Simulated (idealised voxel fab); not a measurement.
process module | voxel released beams
cross-section cut | 230 nm wide | cells 5 nm
A cross-section is a grid of square cells, given in bands from the top down. A band is one or more rows of cells.
Each band's line starts with the height of the band's top and of its bottom, in nm. Then come its materials from left to right, each with its width in nm. One material with "throughout" fills the band from edge to edge. "air" is empty space.
Height 0 is the level under which the wafer as received is all one material. The lowest band goes on downwards, as in "0 down".
A width such as "30 to 40" changes by the same amount from each row of cells to the next, from the band's top row to its bottom row.
"no change" after a step means that no cell of the cross-section changed.
closed voids: empty space of 8 cells or more with no open way to the top, each as width x height at its distance from the left edge, in nm
after a step's settings: what the simulator itself notes on the step
overlay nm, on a step with a mask: how far to the right of its planned place the mask lay; to the left if negative
plan
1 op RECEIVE | material Si
2 op CONFORMAL_DEP | material SiN | thk nm 10
3 op DIRECTIONAL_DEP | material SiO2 | thk nm 20
4 op PATTERN | tone open | mask id ANCHOR | material resist | width nm 25 | thk nm 15 | overlay nm 0
5 op DIRECTIONAL_ETCH | etch materials SiO2 | depth nm 20
6 op STRIP | etch materials resist
7 op CONFORMAL_DEP | material polySi | thk nm 10
8 op PATTERN | tone cover | mask id BEAM | material resist | width nm 90 | thk nm 20 | overlay nm 0
9 op DIRECTIONAL_ETCH | etch materials polySi | depth nm 10
10 op STRIP | etch materials resist
11 op STRIP | etch materials SiO2
as received, after step 1
  0 down: Si throughout
  closed voids: none
a wafer at the end: this start, this plan, one mistake
  40 to 30: air 65 | polySi 90 | air 75
  30 to 10: polySi throughout
  10 to 0: SiN throughout
  0 down: Si throughout
  closed voids: none
what went wrong: step 3 ran as: op DIRECTIONAL_DEP | material polySi | thk nm 20
